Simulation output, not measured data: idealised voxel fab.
Documented hereafter: the process module known as voxel wiring stack.
180 nm wide, 5 nm square cells: that's cross-section cut.
Bands, listed from the top down, are how a cross-section gets written in this document; the cross-section itself is a grid of square cells, and a band is one or more rows of them.
First you get the band's top height and its bottom height, in nm, and then the materials it's made of, left to right, with each width in nm. If you see a single material with "everywhere", that one covers the band edge to edge. "air" is empty space.
Heights are reckoned from 0. Under this level, the received wafer is all of one material. The bottommost band is open-ended downward, for example "0..down".
Note: "30..40" means the width goes from the first number (top row of the band) to the second number (bottom row) in equal steps per row of cells.
Where a step carries "left unchanged", the cross-section came out of it unchanged, cell for cell.
Closed empty spaces (no open way to the top) of 8 cells or more are what "Closed voids list" lists, each as width x height at distance from the left edge, nm for all three.
Where a step's line continues beyond its settings, the continuation is a remark by the simulator itself on that step.
Steps that use a mask can have "overlay nm" on their line. It says how far the mask sat to the right of where it was meant to be. Negative means to the left.

## Steps planned for the process
| 1 | RECEIVE (material Si) |
| 2 | CONFORMAL_DEP (material SiO2; thk nm 10) |
| 3 | DIRECTIONAL_DEP (material TiN; thk nm 5) |
| 4 | DIRECTIONAL_DEP (material Ru; thk nm 15) |
| 5 | DIRECTIONAL_DEP (material aC; thk nm 15) |
| 6 | PATTERN (tone cover; mask id METAL_1; material resist; width nm 20; pitch nm 50; thk nm 35; overlay nm 0) |
| 7 | DIRECTIONAL_ETCH (etch materials aC; depth nm 15) |
| 8 | STRIP (etch materials resist) |
| 9 | DIRECTIONAL_ETCH (etch materials Ru; depth nm 15) |
| 10 | DIRECTIONAL_ETCH (etch materials TiN; depth nm 5) |
| 11 | STRIP (etch materials aC) |
| 12 | FILL_DEP (material SiO2; thk nm 10) |
| 13 | CMP (height nm 30) |
| 14 | CONFORMAL_DEP (material SiCN; thk nm 5) |
| 15 | DIRECTIONAL_DEP (material lowk; thk nm 15) |
| 16 | MASKED_ETCH (tone open; mask id PLUG_1; width nm 15; pitch nm 100; etch materials lowk; depth nm 15; overlay nm 0) |
| 17 | MASKED_ETCH (tone open; mask id PLUG_1; width nm 15; pitch nm 100; etch materials SiCN; depth nm 5; overlay nm 0) |
| 18 | CONFORMAL_DEP (material TiN; thk nm 5) |
| 19 | FILL_DEP (material Cu; thk nm 10) |
| 20 | CMP (height nm 50) |
| 21 | CONFORMAL_DEP (material SiCN; thk nm 5) |
| 22 | DIRECTIONAL_DEP (material SiO2; thk nm 15) |
| 23 | MASKED_ETCH (tone open; mask id METAL_2; width nm 20; pitch nm 50; etch materials SiO2; depth nm 15; overlay nm 0) |
| 24 | MASKED_ETCH (tone open; mask id METAL_2; width nm 20; pitch nm 50; etch materials SiCN; depth nm 5; overlay nm 0) |
| 25 | CONFORMAL_DEP (material TiN; thk nm 5) |
| 26 | FILL_DEP (material Ru; thk nm 5) |
| 27 | CMP (height nm 70) |
| 28 | CONFORMAL_DEP (material SiCN; thk nm 5) |
| 29 | DIRECTIONAL_DEP (material SiO2; thk nm 15) |
| 30 | MASKED_ETCH (tone open; mask id PLUG_2; width nm 15; pitch nm 100; etch materials SiO2; depth nm 15; overlay nm 0) |
| 31 | MASKED_ETCH (tone open; mask id PLUG_2; width nm 15; pitch nm 100; etch materials SiCN; depth nm 5; overlay nm 0) |
| 32 | EPI (material Ru; thk nm 10) |
| 33 | EPI (material Ru; thk nm 10) |
| 34 | CONFORMAL_DEP (material SiN; thk nm 5) |
| 35 | DIRECTIONAL_DEP (material lowk; thk nm 15) |
| 36 | MASKED_ETCH (tone open; mask id METAL_3; width nm 20; pitch nm 50; etch materials lowk; depth nm 15; overlay nm 0) |
| 37 | MASKED_ETCH (tone open; mask id METAL_3; width nm 20; pitch nm 50; etch materials SiN; depth nm 5; overlay nm 0) |
| 38 | CONFORMAL_DEP (material TiN; thk nm 5) |
| 39 | FILL_DEP (material Cu; thk nm 10) |
| 40 | CMP (height nm 110) |
| 41 | EPI (material Ru; thk nm 5) |
| 42 | FILL_DEP (material SiCN; thk nm 5) |
| 43 | DIRECTIONAL_DEP (material SiO2; thk nm 25) |
| 44 | MASKED_ETCH (tone open; mask id METAL_4; width nm 20; pitch nm 50; etch materials SiO2; depth nm 15; overlay nm 0) |
| 45 | MASKED_ETCH (tone open; mask id METAL_4_HOLES; width nm 15; pitch nm 50; etch materials SiO2; depth nm 10; overlay nm 0) |
| 46 | MASKED_ETCH (tone open; mask id METAL_4_HOLES; width nm 15; pitch nm 50; etch materials SiCN; depth nm 5; overlay nm 0) |
| 47 | CONFORMAL_DEP (material TiN; thk nm 5) |
| 48 | FILL_DEP (material Cu; thk nm 10) |
| 49 | CMP (height nm 145) |
| 50 | CONFORMAL_DEP (material SiN; thk nm 5) |

## So this is the incoming wafer in cross-section - it's already been through step 1
> 0..down  Si everywhere
> Closed voids list: none

## The following cross-section depicts the wafer upon conclusion of the module. Processing commenced from the starting condition illustrated above and adhered to the plan illustrated above, save for one mistake in execution
> 150..145  SiN everywhere
> 145..135  30 SiO2, then 5 TiN, then 10 Cu, then 5 TiN, then 30 SiO2, then 5 TiN, then 10 Cu, then 5 TiN, then 30 SiO2, then 5 TiN, then 10 Cu, then 5 TiN, then 30 SiO2
> 135..130  30 SiO2, then 5 TiN, then 5 Cu, then 10 TiN, then 30 SiO2, then 5 TiN, then 5 Cu, then 10 TiN, then 30 SiO2, then 5 TiN, then 5 Cu, then 10 TiN, then 30 SiO2
> 130..120  30 SiO2, then 5 TiN, then 5 Cu, then 5 TiN, then 35 SiO2, then 5 TiN, then 5 Cu, then 5 TiN, then 35 SiO2, then 5 TiN, then 5 Cu, then 5 TiN, then 35 SiO2
> 120..115  30 SiCN, then 15 TiN, then 35 SiCN, then 15 TiN, then 35 SiCN, then 15 TiN, then 35 SiCN
> 115..110  25 SiCN, then 30 Ru, then 20 SiCN, then 30 Ru, then 20 SiCN, then 30 Ru, then 25 SiCN
> 110..95  30 lowk, then 5 TiN, then 10 Cu, then 5 TiN, then 30 lowk, then 5 TiN, then 10 Cu, then 5 TiN, then 30 lowk, then 5 TiN, then 10 Cu, then 5 TiN, then 30 lowk
> 95..90  30 SiN, then 20 TiN, then 30 SiN, then 20 TiN, then 30 SiN, then 20 TiN, then 30 SiN
> 90..75  30 SiO2, then 15 Ru, then 85 SiO2, then 15 Ru, then 35 SiO2
> 75..70  30 SiCN, then 15 Ru, then 85 SiCN, then 15 Ru, then 35 SiCN
> 70..55  30 SiO2, then 5 TiN, then 10 Ru, then 5 TiN, then 30 SiO2, then 5 TiN, then 10 Ru, then 5 TiN, then 30 SiO2, then 5 TiN, then 10 Ru, then 5 TiN, then 30 SiO2
> 55..50  30 SiCN, then 20 TiN, then 30 SiCN, then 20 TiN, then 30 SiCN, then 20 TiN, then 30 SiCN
> 50..35  30 lowk, then 5 TiN, then 5 Cu, then 5 TiN, then 85 lowk, then 5 TiN, then 5 Cu, then 5 TiN, then 35 lowk
> 35..30  30 SiCN, then 15 TiN, then 85 SiCN, then 15 TiN, then 35 SiCN
> 30..15  30 SiO2, then 25 Ru, then 25 SiO2, then 25 Ru, then 25 SiO2, then 25 Ru, then 25 SiO2
> 15..10  30 SiO2, then 25 TiN, then 25 SiO2, then 25 TiN, then 25 SiO2, then 25 TiN, then 25 SiO2
> 10..0  SiO2 everywhere
> 0..down  Si everywhere
> Closed voids list: none
Heads up, the wafer didn't run the way we planned it: step 6 deviated from plan and actually ran as PATTERN (tone cover; mask id METAL_1; material resist; width nm 25; pitch nm 50; thk nm 35; overlay nm 0)
